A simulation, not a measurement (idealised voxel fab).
Process module, titled voxel capacitor over wiring
It is cross-section cut that appears here, measuring 215 nm in width, its square cells being 5 nm in size.
Cross-section = grid of square cells, listed top down in bands; band = one or more rows. What a band's entry tells you: where the top is and where the bottom is, as heights in nm, and after that what lies inside, material by material from left to right, each with its width in nm. Empty space is written as the word "air", and a single material marked with the word "all across" occupies the band from edge to edge. Zero point of the height axis is 0; under it, received wafer = one material. Lowest band: continues down indefinitely, "0 -> down". A width given as "30->40" starts at the first number in the band's top row and ends at the second number in its bottom row, shifting by an equal amount at every step from row to row. "remained unchanged" -> step changed no cross-section cell. "Closed cavities" - sealed voids, min. 8 cells, no opening to top; format: width x height at distance (distance from left edge; nm throughout). Whatever follows a step's settings on its line is a remark the simulator itself makes about that step. overlay nm: right-of-plan distance of the mask on a masked step; negative values mean left-of-plan.

## So here's the lineup of process steps we planned
1) op RECEIVE | material Si
2) op CONFORMAL_DEP | material SiO2 | thk nm 15
3) op CONFORMAL_DEP | material SiN | thk nm 5
4) op DIRECTIONAL_DEP | material lowk | thk nm 20
5) op MASKED_ETCH | tone open | mask id METAL_1 | width nm 25 | pitch nm 95 | etch materials lowk | depth nm 20 | overlay nm 0
6) op MASKED_ETCH | tone open | mask id METAL_1 | width nm 25 | pitch nm 95 | etch materials SiN | depth nm 5 | overlay nm 0
7) op CONFORMAL_DEP | material TiN | thk nm 5
8) op FILL_DEP | material W | thk nm 5
9) op CMP | height nm 40
10) op EPI | material Ru | thk nm 5
11) op FILL_DEP | material SiCN | thk nm 5
12) op DIRECTIONAL_DEP | material SiO2 | thk nm 10
13) op PATTERN | tone open | mask id PLUG_1 | material resist | width nm 15 | thk nm 15 | overlay nm 0
14) op DIRECTIONAL_ETCH | etch materials SiO2 | depth nm 10
15) op DIRECTIONAL_ETCH | etch materials SiCN | depth nm 5
16) op STRIP | etch materials resist
17) op CONFORMAL_DEP | material TiN | thk nm 5
18) op FILL_DEP | material Ru | thk nm 5
19) op CMP | height nm 60
20) op DIRECTIONAL_DEP | material TiN | thk nm 10
21) op DIRECTIONAL_DEP | material HfO2 | thk nm 5
22) op DIRECTIONAL_DEP | material TiN | thk nm 10
23) op DIRECTIONAL_DEP | material aC | thk nm 10
24) op PATTERN | tone cover | mask id UPPER_PLATE | material resist | width nm 75 | thk nm 25 | overlay nm 0
25) op DIRECTIONAL_ETCH | etch materials aC | depth nm 10
26) op STRIP | etch materials resist
27) op DIRECTIONAL_ETCH | etch materials TiN | depth nm 10
28) op DIRECTIONAL_ETCH | etch materials HfO2 | depth nm 5
29) op STRIP | etch materials aC
30) op MASKED_ETCH | tone cover | mask id LOWER_PLATE | width nm 85 | etch materials TiN | depth nm 10 | overlay nm 0
31) op FILL_DEP | material SiO2 | thk nm 20
32) op CMP | height nm 100
33) op PATTERN | tone open | mask id PLUG_2 | material resist | width nm 15 | thk nm 20 | overlay nm 0
34) op DIRECTIONAL_ETCH | etch materials SiO2 | depth nm 15
35) op STRIP | etch materials resist
36) op CONFORMAL_DEP | material TiN | thk nm 5
37) op FILL_DEP | material Ru | thk nm 5
38) op CMP | height nm 100
39) op CONFORMAL_DEP | material SiN | thk nm 5

## As-received state of the wafer in cross-section, equivalent to post-step 1
    0 -> down: Si all across
    Closed cavities: none

## Looking at the first of two wafers in cross-section at end of module - ran to plan
    105 -> 100: SiN all across
    100 -> 90: 65 nm SiO2, then 5 nm TiN, then 5 nm Ru, then 5 nm TiN, then 135 nm SiO2
    90 -> 85: 65 nm SiO2, then 15 nm TiN, then 135 nm SiO2
    85 -> 75: 55 nm SiO2, then 75 nm TiN, then 85 nm SiO2
    75 -> 70: 55 nm SiO2, then 75 nm HfO2, then 85 nm SiO2
    70 -> 60: 50 nm SiO2, then 85 nm TiN, then 80 nm SiO2
    60 -> 50: 55 nm SiO2, then 5 nm TiN, then 5 nm Ru, then 5 nm TiN, then 145 nm SiO2
    50 -> 45: 55 nm SiCN, then 15 nm TiN, then 145 nm SiCN
    45 -> 40: 40 nm SiCN, then 35 nm Ru, then 60 nm SiCN, then 35 nm Ru, then 45 nm SiCN
    40 -> 20: 45 nm lowk, then 5 nm TiN, then 15 nm W, then 5 nm TiN, then 70 nm lowk, then 5 nm TiN, then 15 nm W, then 5 nm TiN, then 50 nm lowk
    20 -> 15: 45 nm SiN, then 25 nm TiN, then 70 nm SiN, then 25 nm TiN, then 50 nm SiN
    15 -> 0: SiO2 all across
    0 -> down: Si all across
    Closed cavities: none

## Second wafer of the two, sectioned at the end of the module. It began like the first and followed the same plan, but one mistake was made while running it
    105 -> 100: SiN all across
    100 -> 90: 65 nm SiO2, then 5 nm TiN, then 5 nm Ru, then 5 nm TiN, then 135 nm SiO2
    90 -> 85: 65 nm SiO2, then 15 nm TiN, then 135 nm SiO2
    85 -> 75: 55 nm SiO2, then 75 nm TiN, then 85 nm SiO2
    75 -> 70: 55 nm SiO2, then 75 nm HfO2, then 85 nm SiO2
    70 -> 60: 50 nm SiO2, then 85 nm TiN, then 80 nm SiO2
    60 -> 50: 55 nm SiO2, then 5 nm TiN, then 5 nm Ru, then 5 nm TiN, then 145 nm SiO2
    50 -> 45: 55 nm SiCN, then 15 nm TiN, then 145 nm SiCN
    45 -> 40: 45 nm SiCN, then 25 nm Ru, then 70 nm SiCN, then 25 nm Ru, then 50 nm SiCN
    40 -> 20: 50 nm lowk, then 5 nm TiN, then 5 nm W, then 5 nm TiN, then 80 nm lowk, then 5 nm TiN, then 5 nm W, then 5 nm TiN, then 55 nm lowk
    20 -> 15: 50 nm SiN, then 15 nm TiN, then 80 nm SiN, then 15 nm TiN, then 55 nm SiN
    15 -> 0: SiO2 all across
    0 -> down: Si all across
    Closed cavities: none
What went wrong in running the wafer? step 5 went in with a setting other than planned; the actual run was op MASKED_ETCH | tone open | mask id METAL_1 | width nm 15 | pitch nm 95 | etch materials lowk | depth nm 20 | overlay nm 0
Counted in cells at the end, the second wafer holds more or fewer of these materials than the first: -4 Ru, +4 SiCN, +4 SiN, -4 TiN, -16 W, +16 lowk
